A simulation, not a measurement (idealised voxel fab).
This is a process module. Its name is voxel quadruple lines.
Shown is cross-section cut, with a width of 230 nm and square cells of size 5 nm.
Notation: cross-section as square-cell grid; stated in bands, top first, going down; one or more cell rows per band.
Band: top and bottom heights (nm) first, top before bottom; then materials from left to right, widths in nm. "all across" marks a sole material filling the band edge to edge. "empty" denotes empty space.
Height datum 0, below which the as-received substrate wafer is one material. Lowest band open at the bottom, running downward: "z 0 and below".
You'd read "30 to 40" like this: the band's top row of cells is as wide as the first number, its bottom row is as wide as the second, and going down, every row changes width by the same amount as the row before did.
"no change occurred" means the step left every cell of the cross-section as it was.
"Closed void register" enumerates empty spaces isolated from the top, with no open way to it, that contain at least 8 cells, giving each as width x height at distance from the left edge, all three in nm.
Read whatever lies past the settings on a step's line as the simulator's own remark about the step.
A step's line can hold "overlay nm"; with a mask on that step, the setting says how far right of the planned place the mask lay, while a negative setting says it lay to the left.

**The process steps that were planned are listed below**
step 1: RECEIVE [material Si]
step 2: CONFORMAL_DEP [material SiO2] [thk nm 5]
step 3: DIRECTIONAL_DEP [material TiN] [thk nm 10]
step 4: DIRECTIONAL_DEP [material polySi] [thk nm 15]
step 5: DIRECTIONAL_DEP [material aC] [thk nm 20]
step 6: PATTERN [tone cover] [mask id MANDREL] [material resist] [width nm 25] [thk nm 25] [overlay nm 0]
step 7: DIRECTIONAL_ETCH [etch materials aC] [depth nm 20]
step 8: STRIP [etch materials resist]
step 9: CONFORMAL_DEP [material SiO2] [thk nm 15]
step 10: DIRECTIONAL_ETCH [etch materials SiO2] [depth nm 15]
step 11: STRIP [etch materials aC]
step 12: DIRECTIONAL_ETCH [etch materials polySi] [depth nm 15]
step 13: STRIP [etch materials SiO2]
step 14: CONFORMAL_DEP [material SiCN] [thk nm 5]
step 15: DIRECTIONAL_ETCH [etch materials SiCN] [depth nm 5]
step 16: STRIP [etch materials polySi]
step 17: DIRECTIONAL_ETCH [etch materials TiN] [depth nm 10]
step 18: STRIP [etch materials SiCN]
step 19: FILL_DEP [material SiO2] [thk nm 5]
step 20: CMP [height nm 15]

**Of two wafers, the first: run according to plan**

**Cross-section, incoming material, after step 1**
* z 0 and below | Si all across
* Closed void register: none

**Cross-section: wafer state after step 2**
* z 5 to 0 | SiO2 all across
* For the remainder of the cross-section, below 0, there is no change.

**Cross-section: wafer state after step 3**
* z 15 to 5 | TiN all across
* For the remainder of the cross-section, below 5, there is no change.

**Cross-section: wafer state after step 4**
* z 30 to 15 | polySi all across
* For the remainder of the cross-section, below 15, there is no change.

**Cross-section: wafer state after step 5**
* z 50 to 30 | aC all across
* For the remainder of the cross-section, below 30, there is no change.

**Cross-section: wafer state after step 6**
* z 75 to 50 | 100 of empty / 25 of resist / 105 of empty
* For the remainder of the cross-section, below 50, there is no change.

**Cross-section: wafer state after step 7**
* z 55 to 50 | 100 of empty / 25 of resist / 105 of empty
* z 50 to 30 | 100 of empty / 25 of aC / 105 of empty
* For the remainder of the cross-section, below 30, there is no change.

**Cross-section: wafer state after step 8**
* z 50 to 30 | 100 of empty / 25 of aC / 105 of empty
* For the remainder of the cross-section, below 30, there is no change.

**Cross-section: wafer state after step 9**
* z 65 to 50 | 85 of empty / 55 of SiO2 / 90 of empty
* z 50 to 45 | 85 of empty / 15 of SiO2 / 25 of aC / 15 of SiO2 / 90 of empty
* z 45 to 30 | 100 of SiO2 / 25 of aC / 105 of SiO2
* For the remainder of the cross-section, below 30, there is no change.

**Cross-section: wafer state after step 10**
* z 50 to 30 | 85 of empty / 15 of SiO2 / 25 of aC / 15 of SiO2 / 90 of empty
* For the remainder of the cross-section, below 30, there is no change.

**Cross-section: wafer state after step 11**
* z 50 to 30 | 85 of empty / 15 of SiO2 / 25 of empty / 15 of SiO2 / 90 of empty
* For the remainder of the cross-section, below 30, there is no change.

**Cross-section: wafer state after step 12**
* z 50 to 30 | 85 of empty / 15 of SiO2 / 25 of empty / 15 of SiO2 / 90 of empty
* z 30 to 15 | 85 of empty / 15 of polySi / 25 of empty / 15 of polySi / 90 of empty
* For the remainder of the cross-section, below 15, there is no change.

**Cross-section: wafer state after step 13**
* z 30 to 15 | 85 of empty / 15 of polySi / 25 of empty / 15 of polySi / 90 of empty
* For the remainder of the cross-section, below 15, there is no change.

**Cross-section: wafer state after step 14**
* z 35 to 30 | 80 of empty / 25 of SiCN / 15 of empty / 25 of SiCN / 85 of empty
* z 30 to 20 | 80 of empty / 5 of SiCN / 15 of polySi / 5 of SiCN / 15 of empty / 5 of SiCN / 15 of polySi / 5 of SiCN / 85 of empty
* z 20 to 15 | 85 of SiCN / 15 of polySi / 25 of SiCN / 15 of polySi / 90 of SiCN
* For the remainder of the cross-section, below 15, there is no change.

**Cross-section: wafer state after step 15**
* z 30 to 15 | 80 of empty / 5 of SiCN / 15 of polySi / 5 of SiCN / 15 of empty / 5 of SiCN / 15 of polySi / 5 of SiCN / 85 of empty
* For the remainder of the cross-section, below 15, there is no change.

**Cross-section: wafer state after step 16**
* z 30 to 15 | 80 of empty / 5 of SiCN / 15 of empty / 5 of SiCN / 15 of empty / 5 of SiCN / 15 of empty / 5 of SiCN / 85 of empty
* For the remainder of the cross-section, below 15, there is no change.

**Cross-section: wafer state after step 17**
* z 30 to 15 | 80 of empty / 5 of SiCN / 15 of empty / 5 of SiCN / 15 of empty / 5 of SiCN / 15 of empty / 5 of SiCN / 85 of empty
* z 15 to 5 | 80 of empty / 5 of TiN / 15 of empty / 5 of TiN / 15 of empty / 5 of TiN / 15 of empty / 5 of TiN / 85 of empty
* For the remainder of the cross-section, below 5, there is no change.

**Cross-section: wafer state after step 18**
* z 15 to 5 | 80 of empty / 5 of TiN / 15 of empty / 5 of TiN / 15 of empty / 5 of TiN / 15 of empty / 5 of TiN / 85 of empty
* For the remainder of the cross-section, below 5, there is no change.

**Cross-section: wafer state after step 19**
* z 20 to 15 | SiO2 all across
* z 15 to 5 | 80 of SiO2 / 5 of TiN / 15 of SiO2 / 5 of TiN / 15 of SiO2 / 5 of TiN / 15 of SiO2 / 5 of TiN / 85 of SiO2
* For the remainder of the cross-section, below 5, there is no change.

**Cross-section: wafer state after step 20**
* z 15 to 5 | 80 of SiO2 / 5 of TiN / 15 of SiO2 / 5 of TiN / 15 of SiO2 / 5 of TiN / 15 of SiO2 / 5 of TiN / 85 of SiO2
* For the remainder of the cross-section, below 5, there is no change.

**Wafer two. Identical start, identical plan. One mistake in execution. Identical history through step 2**

**Cross-section of the second wafer when, according to plan, step 3 should have finished**
* z 20 to 5 | polySi all across
* For the remainder of the cross-section, below 5, there is no change.

**Cross-section of the second wafer when, according to plan, step 4 should have finished**
* z 30 to 20 | TiN all across
* For the remainder of the cross-section, below 20, there is no change.

**Cross-section of the second wafer when, according to plan, step 5 should have finished**
* z 50 to 30 | aC all across
* For the remainder of the cross-section, below 30, there is no change.

**Cross-section of the second wafer when, according to plan, step 6 should have finished**
* z 75 to 50 | 100 of empty / 25 of resist / 105 of empty
* For the remainder of the cross-section, below 50, there is no change.

**Cross-section of the second wafer when, according to plan, step 7 should have finished**
* z 55 to 50 | 100 of empty / 25 of resist / 105 of empty
* z 50 to 30 | 100 of empty / 25 of aC / 105 of empty
* For the remainder of the cross-section, below 30, there is no change.

**Cross-section of the second wafer when, according to plan, step 8 should have finished**
* z 50 to 30 | 100 of empty / 25 of aC / 105 of empty
* For the remainder of the cross-section, below 30, there is no change.

**Cross-section of the second wafer when, according to plan, step 9 should have finished**
* z 65 to 50 | 85 of empty / 55 of SiO2 / 90 of empty
* z 50 to 45 | 85 of empty / 15 of SiO2 / 25 of aC / 15 of SiO2 / 90 of empty
* z 45 to 30 | 100 of SiO2 / 25 of aC / 105 of SiO2
* For the remainder of the cross-section, below 30, there is no change.

**Cross-section of the second wafer when, according to plan, step 10 should have finished**
* z 50 to 30 | 85 of empty / 15 of SiO2 / 25 of aC / 15 of SiO2 / 90 of empty
* For the remainder of the cross-section, below 30, there is no change.

**Cross-section of the second wafer when, according to plan, step 11 should have finished**
* z 50 to 30 | 85 of empty / 15 of SiO2 / 25 of empty / 15 of SiO2 / 90 of empty
* For the remainder of the cross-section, below 30, there is no change.

Cross-section of the second wafer when, according to plan, step 12 should have finished: no change occurred

**Cross-section of the second wafer when, according to plan, step 13 should have finished**
* z 30 to 20 | TiN all across
* For the remainder of the cross-section, below 20, there is no change.

**Cross-section of the second wafer when, according to plan, step 14 should have finished**
* z 35 to 30 | SiCN all across
* For the remainder of the cross-section, below 30, there is no change.

**Cross-section of the second wafer when, according to plan, step 15 should have finished**
* z 30 to 20 | TiN all across
* For the remainder of the cross-section, below 20, there is no change.

Cross-section of the second wafer when, according to plan, step 16 should have finished: no change occurred

**Cross-section of the second wafer when, according to plan, step 17 should have finished**
* z 20 to 5 | polySi all across
* For the remainder of the cross-section, below 5, there is no change.

Cross-section of the second wafer when, according to plan, step 18 should have finished: no change occurred

**Cross-section of the second wafer when, according to plan, step 19 should have finished**
* z 25 to 20 | SiO2 all across
* For the remainder of the cross-section, below 20, there is no change.

**Cross-section of the second wafer when, according to plan, step 20 should have finished**
* z 15 to 5 | polySi all across
* For the remainder of the cross-section, below 5, there is no change.
Run error: ran 3 and 4 in swapped order versus the plan
Final wafer comparison in cells, second versus first, more or fewer per material: -84 SiO2 | -8 TiN | +92 polySi
